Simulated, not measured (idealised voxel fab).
The following process module bears the name voxel wiring stack.
Each square cell in cross-section cut measures 5 nm, and the section as a whole is 285 nm wide.
In this document a cross-section is written as a grid of square cells. It is given as a series of bands, listed from the top down, and a band is one or more rows of cells.
Look at the band entry: it leads with the top's height and the bottom's height in nm. Then it lists the materials left to right, with a width in nm for each. The word "full width" on a single material says that material fills the band edge to edge. The word "air" is empty space.
Note: height 0 marks the level under which the wafer is uniformly one material as received. Lowest band unbounded below, written "0 and below".
With a width like "30 to 40", each row of cells in the band differs from the next by the same amount, the top row carrying the first number and the bottom row the second.
"nothing altered" (step): cross-section cells unchanged, all of them.
For the entry "Tabulated closed voids", the listed items are empty spaces with no open way to the top whose size is 8 cells or more; each item follows the pattern width x height at distance, where distance is from the left edge and all three are in nm.
after a step's settings: what the simulator itself notes on the step
For masked steps, "overlay nm" on the step line gives how far right of plan the mask actually lay; a minus sign means it lay to the left.
### Steps in the process plan
step 1: RECEIVE [material Si]
step 2: CONFORMAL_DEP [material SiO2] [thk nm 10]
step 3: CONFORMAL_DEP [material SiN] [thk nm 5]
step 4: DIRECTIONAL_DEP [material lowk] [thk nm 25]
step 5: MASKED_ETCH [tone open] [mask id METAL_1] [width nm 25] [pitch nm 55] [etch materials lowk] [depth nm 25] [overlay nm 0]
step 6: MASKED_ETCH [tone open] [mask id METAL_1] [width nm 25] [pitch nm 55] [etch materials SiN] [depth nm 5] [overlay nm 0]
step 7: CONFORMAL_DEP [material TiN] [thk nm 5]
step 8: FILL_DEP [material Cu] [thk nm 5]
step 9: CMP [height nm 40]
step 10: CONFORMAL_DEP [material SiCN] [thk nm 5]
step 11: DIRECTIONAL_DEP [material SiO2] [thk nm 25]
step 12: DIRECTIONAL_DEP [material aC] [thk nm 10]
step 13: PATTERN [tone open] [mask id METAL_2_HOLES] [material resist] [width nm 15] [thk nm 30] [overlay nm 0]
step 14: DIRECTIONAL_ETCH [etch materials aC] [depth nm 10]
step 15: STRIP [etch materials resist]
step 16: DIRECTIONAL_ETCH [etch materials SiO2] [depth nm 25]
step 17: STRIP [etch materials aC]
step 18: MASKED_ETCH [tone open] [mask id METAL_2] [width nm 25] [pitch nm 55] [etch materials SiO2] [depth nm 15] [overlay nm 0]
step 19: MASKED_ETCH [tone open] [mask id METAL_2] [width nm 25] [pitch nm 55] [etch materials SiCN] [depth nm 5] [overlay nm 0]
step 20: CONFORMAL_DEP [material TiN] [thk nm 5]
step 21: FILL_DEP [material Cu] [thk nm 5]
step 22: CMP [height nm 70]
step 23: CONFORMAL_DEP [material SiCN] [thk nm 5]
step 24: DIRECTIONAL_DEP [material SiO2] [thk nm 30]
step 25: MASKED_ETCH [tone open] [mask id METAL_3] [width nm 25] [pitch nm 55] [etch materials SiO2] [depth nm 20] [overlay nm 0]
step 26: DIRECTIONAL_DEP [material aC] [thk nm 10]
step 27: PATTERN [tone open] [mask id METAL_3_HOLES] [material resist] [width nm 15] [pitch nm 55] [thk nm 25] [overlay nm 0]
step 28: DIRECTIONAL_ETCH [etch materials aC] [depth nm 10]
step 29: STRIP [etch materials resist]
step 30: DIRECTIONAL_ETCH [etch materials SiO2] [depth nm 10]
step 31: DIRECTIONAL_ETCH [etch materials SiCN] [depth nm 5]
step 32: STRIP [etch materials aC]
step 33: CONFORMAL_DEP [material TiN] [thk nm 5]
step 34: FILL_DEP [material Cu] [thk nm 5]
step 35: CMP [height nm 105]
step 36: CONFORMAL_DEP [material SiCN] [thk nm 5]
step 37: DIRECTIONAL_DEP [material SiO2] [thk nm 25]
step 38: PATTERN [tone open] [mask id METAL_4_HOLES] [material resist] [width nm 15] [pitch nm 55] [thk nm 20] [overlay nm 0]
step 39: DIRECTIONAL_ETCH [etch materials SiO2] [depth nm 25]
step 40: STRIP [etch materials resist]
step 41: PATTERN [tone open] [mask id METAL_4] [material resist] [width nm 25] [pitch nm 55] [thk nm 20] [overlay nm 0]
step 42: DIRECTIONAL_ETCH [etch materials SiO2] [depth nm 15]
step 43: DIRECTIONAL_ETCH [etch materials SiCN] [depth nm 5]
step 44: STRIP [etch materials resist]
step 45: CONFORMAL_DEP [material TiN] [thk nm 5]
step 46: FILL_DEP [material Cu] [thk nm 10]
step 47: CMP [height nm 135]
step 48: CONFORMAL_DEP [material SiN] [thk nm 5]
### First wafer, two in total, run as planned
### This is the cross-section of the wafer as we received it, i.e. after step 1
* 0 and below: Si full width
* Tabulated closed voids: none
### after step 2
* 10 down to 0: SiO2 full width
* All layers under 0 are left as they were.
### after step 3
* 15 down to 10: SiN full width
* All layers under 10 are left as they were.
### after step 4
* 40 down to 15: lowk full width
* All layers under 15 are left as they were.
### after step 5
* 40 down to 15: lowk (100) | air (25) | lowk (30) | air (25) | lowk (105)
* All layers under 15 are left as they were.
### after step 6
* 40 down to 15: lowk (100) | air (25) | lowk (30) | air (25) | lowk (105)
* 15 down to 10: SiN (100) | air (25) | SiN (30) | air (25) | SiN (105)
* All layers under 10 are left as they were.
### after step 7
* 45 down to 40: TiN (105) | air (15) | TiN (40) | air (15) | TiN (110)
* 40 down to 15: lowk (100) | TiN (5) | air (15) | TiN (5) | lowk (30) | TiN (5) | air (15) | TiN (5) | lowk (105)
* 15 down to 10: SiN (100) | TiN (25) | SiN (30) | TiN (25) | SiN (105)
* All layers under 10 are left as they were.
### after step 8
* 50 down to 45: Cu full width
* 45 down to 40: TiN (105) | Cu (15) | TiN (40) | Cu (15) | TiN (110)
* 40 down to 15: lowk (100) | TiN (5) | Cu (15) | TiN (5) | lowk (30) | TiN (5) | Cu (15) | TiN (5) | lowk (105)
* All layers under 15 are left as they were.
### after step 9
* 40 down to 15: lowk (100) | TiN (5) | Cu (15) | TiN (5) | lowk (30) | TiN (5) | Cu (15) | TiN (5) | lowk (105)
* All layers under 15 are left as they were.
### after step 10
* 45 down to 40: SiCN full width
* All layers under 40 are left as they were.
### after step 11
* 70 down to 45: SiO2 full width
* All layers under 45 are left as they were.
### after step 12
* 80 down to 70: aC full width
* All layers under 70 are left as they were.
### after step 13
* 110 down to 80: resist (100) | air (15) | resist (170)
* All layers under 80 are left as they were.
### after step 14
* 100 down to 80: resist (100) | air (15) | resist (170)
* 80 down to 70: aC (100) | air (15) | aC (170)
* All layers under 70 are left as they were.
### after step 15
* 80 down to 70: aC (100) | air (15) | aC (170)
* All layers under 70 are left as they were.
### after step 16
* 80 down to 70: aC (100) | air (15) | aC (170)
* 70 down to 45: SiO2 (100) | air (15) | SiO2 (170)
* All layers under 45 are left as they were.
### after step 17
* 70 down to 45: SiO2 (100) | air (15) | SiO2 (170)
* All layers under 45 are left as they were.
### after step 18
* 70 down to 55: SiO2 (100) | air (25) | SiO2 (30) | air (25) | SiO2 (105)
* All layers under 55 are left as they were.
### after step 19
* 70 down to 55: SiO2 (100) | air (25) | SiO2 (30) | air (25) | SiO2 (105)
* 55 down to 45: SiO2 (100) | air (15) | SiO2 (170)
* 45 down to 40: SiCN (100) | air (15) | SiCN (170)
* All layers under 40 are left as they were.
### after step 20
* 75 down to 70: TiN (105) | air (15) | TiN (40) | air (15) | TiN (110)
* 70 down to 60: SiO2 (100) | TiN (5) | air (15) | TiN (5) | SiO2 (30) | TiN (5) | air (15) | TiN (5) | SiO2 (105)
* 60 down to 55: SiO2 (100) | TiN (5) | air (5) | TiN (15) | SiO2 (30) | TiN (25) | SiO2 (105)
* 55 down to 45: SiO2 (100) | TiN (5) | air (5) | TiN (5) | SiO2 (170)
* 45 down to 40: SiCN (100) | TiN (15) | SiCN (170)
* All layers under 40 are left as they were.
### after step 21
* 80 down to 75: Cu full width
* 75 down to 70: TiN (105) | Cu (15) | TiN (40) | Cu (15) | TiN (110)
* 70 down to 60: SiO2 (100) | TiN (5) | Cu (15) | TiN (5) | SiO2 (30) | TiN (5) | Cu (15) | TiN (5) | SiO2 (105)
* 60 down to 55: SiO2 (100) | TiN (5) | Cu (5) | TiN (15) | SiO2 (30) | TiN (25) | SiO2 (105)
* 55 down to 45: SiO2 (100) | TiN (5) | Cu (5) | TiN (5) | SiO2 (170)
* All layers under 45 are left as they were.
### after step 22
* 70 down to 60: SiO2 (100) | TiN (5) | Cu (15) | TiN (5) | SiO2 (30) | TiN (5) | Cu (15) | TiN (5) | SiO2 (105)
* All layers under 60 are left as they were.
### after step 23
* 75 down to 70: SiCN full width
* All layers under 70 are left as they were.
### after step 24
* 105 down to 75: SiO2 full width
* All layers under 75 are left as they were.
### after step 25
* 105 down to 85: SiO2 (100) | air (25) | SiO2 (30) | air (25) | SiO2 (105)
* All layers under 85 are left as they were.
### after step 26
* 115 down to 105: aC (100) | air (25) | aC (30) | air (25) | aC (105)
* 105 down to 95: SiO2 (100) | air (25) | SiO2 (30) | air (25) | SiO2 (105)
* 95 down to 85: SiO2 (100) | aC (25) | SiO2 (30) | aC (25) | SiO2 (105)
* All layers under 85 are left as they were.
### after step 27
* 140 down to 115: resist (100) | air (15) | resist (40) | air (15) | resist (115)
* 115 down to 105: aC (100) | air (15) | resist (10) | aC (30) | air (15) | resist (10) | aC (105)
* 105 down to 95: SiO2 (100) | air (15) | resist (10) | SiO2 (30) | air (15) | resist (10) | SiO2 (105)
* All layers under 95 are left as they were.
### after step 28
* 130 down to 115: resist (100) | air (15) | resist (40) | air (15) | resist (115)
* 115 down to 105: aC (100) | air (15) | resist (10) | aC (30) | air (15) | resist (10) | aC (105)
* 105 down to 95: SiO2 (100) | air (15) | resist (10) | SiO2 (30) | air (15) | resist (10) | SiO2 (105)
* 95 down to 85: SiO2 (100) | air (15) | aC (10) | SiO2 (30) | air (15) | aC (10) | SiO2 (105)
* All layers under 85 are left as they were.
### after step 29
* 115 down to 105: aC (100) | air (25) | aC (30) | air (25) | aC (105)
* 105 down to 95: SiO2 (100) | air (25) | SiO2 (30) | air (25) | SiO2 (105)
* All layers under 95 are left as they were.
### after step 30
* 115 down to 105: aC (100) | air (25) | aC (30) | air (25) | aC (105)
* 105 down to 95: SiO2 (100) | air (25) | SiO2 (30) | air (25) | SiO2 (105)
* 95 down to 85: SiO2 (100) | air (15) | aC (10) | SiO2 (30) | air (15) | aC (10) | SiO2 (105)
* 85 down to 75: SiO2 (100) | air (15) | SiO2 (40) | air (15) | SiO2 (115)
* All layers under 75 are left as they were.
### after step 31
* 115 down to 105: aC (100) | air (25) | aC (30) | air (25) | aC (105)
* 105 down to 95: SiO2 (100) | air (25) | SiO2 (30) | air (25) | SiO2 (105)
* 95 down to 85: SiO2 (100) | air (15) | aC (10) | SiO2 (30) | air (15) | aC (10) | SiO2 (105)
* 85 down to 75: SiO2 (100) | air (15) | SiO2 (40) | air (15) | SiO2 (115)
* 75 down to 70: SiCN (100) | air (15) | SiCN (40) | air (15) | SiCN (115)
* All layers under 70 are left as they were.
### after step 32
* 105 down to 85: SiO2 (100) | air (25) | SiO2 (30) | air (25) | SiO2 (105)
* All layers under 85 are left as they were.
### after step 33
* 110 down to 105: TiN (105) | air (15) | TiN (40) | air (15) | TiN (110)
* 105 down to 90: SiO2 (100) | TiN (5) | air (15) | TiN (5) | SiO2 (30) | TiN (5) | air (15) | TiN (5) | SiO2 (105)
* 90 down to 85: SiO2 (100) | TiN (5) | air (5) | TiN (15) | SiO2 (30) | TiN (5) | air (5) | TiN (15) | SiO2 (105)
* 85 down to 75: SiO2 (100) | TiN (5) | air (5) | TiN (5) | SiO2 (40) | TiN (5) | air (5) | TiN (5) | SiO2 (115)
* 75 down to 70: SiCN (100) | TiN (15) | SiCN (40) | TiN (15) | SiCN (115)
* All layers under 70 are left as they were.
### after step 34
* 115 down to 110: Cu full width
* 110 down to 105: TiN (105) | Cu (15) | TiN (40) | Cu (15) | TiN (110)
* 105 down to 90: SiO2 (100) | TiN (5) | Cu (15) | TiN (5) | SiO2 (30) | TiN (5) | Cu (15) | TiN (5) | SiO2 (105)
* 90 down to 85: SiO2 (100) | TiN (5) | Cu (5) | TiN (15) | SiO2 (30) | TiN (5) | Cu (5) | TiN (15) | SiO2 (105)
* 85 down to 75: SiO2 (100) | TiN (5) | Cu (5) | TiN (5) | SiO2 (40) | TiN (5) | Cu (5) | TiN (5) | SiO2 (115)
* All layers under 75 are left as they were.
### after step 35
* 105 down to 90: SiO2 (100) | TiN (5) | Cu (15) | TiN (5) | SiO2 (30) | TiN (5) | Cu (15) | TiN (5) | SiO2 (105)
* All layers under 90 are left as they were.
### after step 36
* 110 down to 105: SiCN full width
* All layers under 105 are left as they were.
### after step 37
* 135 down to 110: SiO2 full width
* All layers under 110 are left as they were.
### after step 38
* 155 down to 135: resist (100) | air (15) | resist (40) | air (15) | resist (115)
* All layers under 135 are left as they were.
### after step 39
* 155 down to 135: resist (100) | air (15) | resist (40) | air (15) | resist (115)
* 135 down to 110: SiO2 (100) | air (15) | SiO2 (40) | air (15) | SiO2 (115)
* All layers under 110 are left as they were.
### after step 40
* 135 down to 110: SiO2 (100) | air (15) | SiO2 (40) | air (15) | SiO2 (115)
* All layers under 110 are left as they were.
### after step 41
* 155 down to 135: resist (100) | air (25) | resist (30) | air (25) | resist (105)
* All layers under 135 are left as they were.
### after step 42
* 155 down to 135: resist (100) | air (25) | resist (30) | air (25) | resist (105)
* 135 down to 120: SiO2 (100) | air (25) | SiO2 (30) | air (25) | SiO2 (105)
* All layers under 120 are left as they were.
### after step 43
* 155 down to 135: resist (100) | air (25) | resist (30) | air (25) | resist (105)
* 135 down to 120: SiO2 (100) | air (25) | SiO2 (30) | air (25) | SiO2 (105)
* 120 down to 110: SiO2 (100) | air (15) | SiO2 (40) | air (15) | SiO2 (115)
* 110 down to 105: SiCN (100) | air (15) | SiCN (40) | air (15) | SiCN (115)
* All layers under 105 are left as they were.
### after step 44
* 135 down to 120: SiO2 (100) | air (25) | SiO2 (30) | air (25) | SiO2 (105)
* All layers under 120 are left as they were.
### after step 45
* 140 down to 135: TiN (105) | air (15) | TiN (40) | air (15) | TiN (110)
* 135 down to 125: SiO2 (100) | TiN (5) | air (15) | TiN (5) | SiO2 (30) | TiN (5) | air (15) | TiN (5) | SiO2 (105)
* 125 down to 120: SiO2 (100) | TiN (5) | air (5) | TiN (15) | SiO2 (30) | TiN (5) | air (5) | TiN (15) | SiO2 (105)
* 120 down to 110: SiO2 (100) | TiN (5) | air (5) | TiN (5) | SiO2 (40) | TiN (5) | air (5) | TiN (5) | SiO2 (115)
* 110 down to 105: SiCN (100) | TiN (15) | SiCN (40) | TiN (15) | SiCN (115)
* All layers under 105 are left as they were.
### after step 46
* 150 down to 140: Cu full width
* 140 down to 135: TiN (105) | Cu (15) | TiN (40) | Cu (15) | TiN (110)
* 135 down to 125: SiO2 (100) | TiN (5) | Cu (15) | TiN (5) | SiO2 (30) | TiN (5) | Cu (15) | TiN (5) | SiO2 (105)
* 125 down to 120: SiO2 (100) | TiN (5) | Cu (5) | TiN (15) | SiO2 (30) | TiN (5) | Cu (5) | TiN (15) | SiO2 (105)
* 120 down to 110: SiO2 (100) | TiN (5) | Cu (5) | TiN (5) | SiO2 (40) | TiN (5) | Cu (5) | TiN (5) | SiO2 (115)
* All layers under 110 are left as they were.
### after step 47
* 135 down to 125: SiO2 (100) | TiN (5) | Cu (15) | TiN (5) | SiO2 (30) | TiN (5) | Cu (15) | TiN (5) | SiO2 (105)
* All layers under 125 are left as they were.
### after step 48
* 140 down to 135: SiN full width
* All layers under 135 are left as they were.
### It is to be noted that the second wafer proceeded from the same initial state and according to the same plan as the first, although one mistake was committed in its execution; through step 24, inclusive, the two wafers share an identical history
### Cross-section of the second wafer at the time step 25 of the plan should have ended
* 105 down to 85: SiO2 (90) | air (25) | SiO2 (30) | air (25) | SiO2 (115)
* All layers under 85 are left as they were.
### Cross-section of the second wafer at the time step 26 of the plan should have ended
* 115 down to 105: aC (90) | air (25) | aC (30) | air (25) | aC (115)
* 105 down to 95: SiO2 (90) | air (25) | SiO2 (30) | air (25) | SiO2 (115)
* 95 down to 85: SiO2 (90) | aC (25) | SiO2 (30) | aC (25) | SiO2 (115)
* All layers under 85 are left as they were.
### Cross-section of the second wafer at the time step 27 of the plan should have ended
* 140 down to 115: resist (100) | air (15) | resist (40) | air (15) | resist (115)
* 115 down to 105: aC (90) | resist (10) | air (15) | aC (30) | resist (10) | air (15) | aC (115)
* 105 down to 95: SiO2 (90) | resist (10) | air (15) | SiO2 (30) | resist (10) | air (15) | SiO2 (115)
* All layers under 95 are left as they were.
### Cross-section of the second wafer at the time step 28 of the plan should have ended
* 130 down to 115: resist (100) | air (15) | resist (40) | air (15) | resist (115)
* 115 down to 105: aC (90) | resist (10) | air (15) | aC (30) | resist (10) | air (15) | aC (115)
* 105 down to 95: SiO2 (90) | resist (10) | air (15) | SiO2 (30) | resist (10) | air (15) | SiO2 (115)
* 95 down to 85: SiO2 (90) | aC (10) | air (15) | SiO2 (30) | aC (10) | air (15) | SiO2 (115)
* All layers under 85 are left as they were.
### Cross-section of the second wafer at the time step 29 of the plan should have ended
* 115 down to 105: aC (90) | air (25) | aC (30) | air (25) | aC (115)
* 105 down to 95: SiO2 (90) | air (25) | SiO2 (30) | air (25) | SiO2 (115)
* All layers under 95 are left as they were.
### Cross-section of the second wafer at the time step 30 of the plan should have ended
* 115 down to 105: aC (90) | air (25) | aC (30) | air (25) | aC (115)
* 105 down to 95: SiO2 (90) | air (25) | SiO2 (30) | air (25) | SiO2 (115)
* 95 down to 85: SiO2 (90) | aC (10) | air (15) | SiO2 (30) | aC (10) | air (15) | SiO2 (115)
* 85 down to 75: SiO2 (100) | air (15) | SiO2 (40) | air (15) | SiO2 (115)
* All layers under 75 are left as they were.
### Cross-section of the second wafer at the time step 31 of the plan should have ended
* 115 down to 105: aC (90) | air (25) | aC (30) | air (25) | aC (115)
* 105 down to 95: SiO2 (90) | air (25) | SiO2 (30) | air (25) | SiO2 (115)
* 95 down to 85: SiO2 (90) | aC (10) | air (15) | SiO2 (30) | aC (10) | air (15) | SiO2 (115)
* 85 down to 75: SiO2 (100) | air (15) | SiO2 (40) | air (15) | SiO2 (115)
* 75 down to 70: SiCN (100) | air (15) | SiCN (40) | air (15) | SiCN (115)
* All layers under 70 are left as they were.
### Cross-section of the second wafer at the time step 32 of the plan should have ended
* 105 down to 85: SiO2 (90) | air (25) | SiO2 (30) | air (25) | SiO2 (115)
* All layers under 85 are left as they were.
### Cross-section of the second wafer at the time step 33 of the plan should have ended
* 110 down to 105: TiN (95) | air (15) | TiN (40) | air (15) | TiN (120)
* 105 down to 90: SiO2 (90) | TiN (5) | air (15) | TiN (5) | SiO2 (30) | TiN (5) | air (15) | TiN (5) | SiO2 (115)
* 90 down to 85: SiO2 (90) | TiN (15) | air (5) | TiN (5) | SiO2 (30) | TiN (15) | air (5) | TiN (5) | SiO2 (115)
* 85 down to 75: SiO2 (100) | TiN (5) | air (5) | TiN (5) | SiO2 (40) | TiN (5) | air (5) | TiN (5) | SiO2 (115)
* 75 down to 70: SiCN (100) | TiN (15) | SiCN (40) | TiN (15) | SiCN (115)
* All layers under 70 are left as they were.
### Cross-section of the second wafer at the time step 34 of the plan should have ended
* 115 down to 110: Cu full width
* 110 down to 105: TiN (95) | Cu (15) | TiN (40) | Cu (15) | TiN (120)
* 105 down to 90: SiO2 (90) | TiN (5) | Cu (15) | TiN (5) | SiO2 (30) | TiN (5) | Cu (15) | TiN (5) | SiO2 (115)
* 90 down to 85: SiO2 (90) | TiN (15) | Cu (5) | TiN (5) | SiO2 (30) | TiN (15) | Cu (5) | TiN (5) | SiO2 (115)
* 85 down to 75: SiO2 (100) | TiN (5) | Cu (5) | TiN (5) | SiO2 (40) | TiN (5) | Cu (5) | TiN (5) | SiO2 (115)
* All layers under 75 are left as they were.
### Cross-section of the second wafer at the time step 35 of the plan should have ended
* 105 down to 90: SiO2 (90) | TiN (5) | Cu (15) | TiN (5) | SiO2 (30) | TiN (5) | Cu (15) | TiN (5) | SiO2 (115)
* All layers under 90 are left as they were.
### Cross-section of the second wafer at the time step 36 of the plan should have ended
* 110 down to 105: SiCN full width
* All layers under 105 are left as they were.
### Cross-section of the second wafer at the time step 37 of the plan should have ended
* 135 down to 110: SiO2 full width
* All layers under 110 are left as they were.
### Cross-section of the second wafer at the time step 38 of the plan should have ended
* 155 down to 135: resist (100) | air (15) | resist (40) | air (15) | resist (115)
* All layers under 135 are left as they were.
### Cross-section of the second wafer at the time step 39 of the plan should have ended
* 155 down to 135: resist (100) | air (15) | resist (40) | air (15) | resist (115)
* 135 down to 110: SiO2 (100) | air (15) | SiO2 (40) | air (15) | SiO2 (115)
* All layers under 110 are left as they were.
### Cross-section of the second wafer at the time step 40 of the plan should have ended
* 135 down to 110: SiO2 (100) | air (15) | SiO2 (40) | air (15) | SiO2 (115)
* All layers under 110 are left as they were.
### Cross-section of the second wafer at the time step 41 of the plan should have ended
* 155 down to 135: resist (100) | air (25) | resist (30) | air (25) | resist (105)
* All layers under 135 are left as they were.
### Cross-section of the second wafer at the time step 42 of the plan should have ended
* 155 down to 135: resist (100) | air (25) | resist (30) | air (25) | resist (105)
* 135 down to 120: SiO2 (100) | air (25) | SiO2 (30) | air (25) | SiO2 (105)
* All layers under 120 are left as they were.
### Cross-section of the second wafer at the time step 43 of the plan should have ended
* 155 down to 135: resist (100) | air (25) | resist (30) | air (25) | resist (105)
* 135 down to 120: SiO2 (100) | air (25) | SiO2 (30) | air (25) | SiO2 (105)
* 120 down to 110: SiO2 (100) | air (15) | SiO2 (40) | air (15) | SiO2 (115)
* 110 down to 105: SiCN (100) | air (15) | SiCN (40) | air (15) | SiCN (115)
* All layers under 105 are left as they were.
### Cross-section of the second wafer at the time step 44 of the plan should have ended
* 135 down to 120: SiO2 (100) | air (25) | SiO2 (30) | air (25) | SiO2 (105)
* All layers under 120 are left as they were.
### Cross-section of the second wafer at the time step 45 of the plan should have ended
* 140 down to 135: TiN (105) | air (15) | TiN (40) | air (15) | TiN (110)
* 135 down to 125: SiO2 (100) | TiN (5) | air (15) | TiN (5) | SiO2 (30) | TiN (5) | air (15) | TiN (5) | SiO2 (105)
* 125 down to 120: SiO2 (100) | TiN (5) | air (5) | TiN (15) | SiO2 (30) | TiN (5) | air (5) | TiN (15) | SiO2 (105)
* 120 down to 110: SiO2 (100) | TiN (5) | air (5) | TiN (5) | SiO2 (40) | TiN (5) | air (5) | TiN (5) | SiO2 (115)
* 110 down to 105: SiCN (100) | TiN (15) | SiCN (40) | TiN (15) | SiCN (115)
* All layers under 105 are left as they were.
### Cross-section of the second wafer at the time step 46 of the plan should have ended
* 150 down to 140: Cu full width
* 140 down to 135: TiN (105) | Cu (15) | TiN (40) | Cu (15) | TiN (110)
* 135 down to 125: SiO2 (100) | TiN (5) | Cu (15) | TiN (5) | SiO2 (30) | TiN (5) | Cu (15) | TiN (5) | SiO2 (105)
* 125 down to 120: SiO2 (100) | TiN (5) | Cu (5) | TiN (15) | SiO2 (30) | TiN (5) | Cu (5) | TiN (15) | SiO2 (105)
* 120 down to 110: SiO2 (100) | TiN (5) | Cu (5) | TiN (5) | SiO2 (40) | TiN (5) | Cu (5) | TiN (5) | SiO2 (115)
* All layers under 110 are left as they were.
### Cross-section of the second wafer at the time step 47 of the plan should have ended
* 135 down to 125: SiO2 (100) | TiN (5) | Cu (15) | TiN (5) | SiO2 (30) | TiN (5) | Cu (15) | TiN (5) | SiO2 (105)
* All layers under 125 are left as they were.
### Cross-section of the second wafer at the time step 48 of the plan should have ended
* 140 down to 135: SiN full width
* All layers under 135 are left as they were.
Plan not followed: heads up, step 25 didn't go per plan, it actually ran as MASKED_ETCH [tone open] [mask id METAL_3] [width nm 25] [pitch nm 55] [etch materials SiO2] [depth nm 20] [overlay nm -10]
Comparing end states, the material composition by cell count is preserved from the first wafer to the second, while the locations of the cells are not.
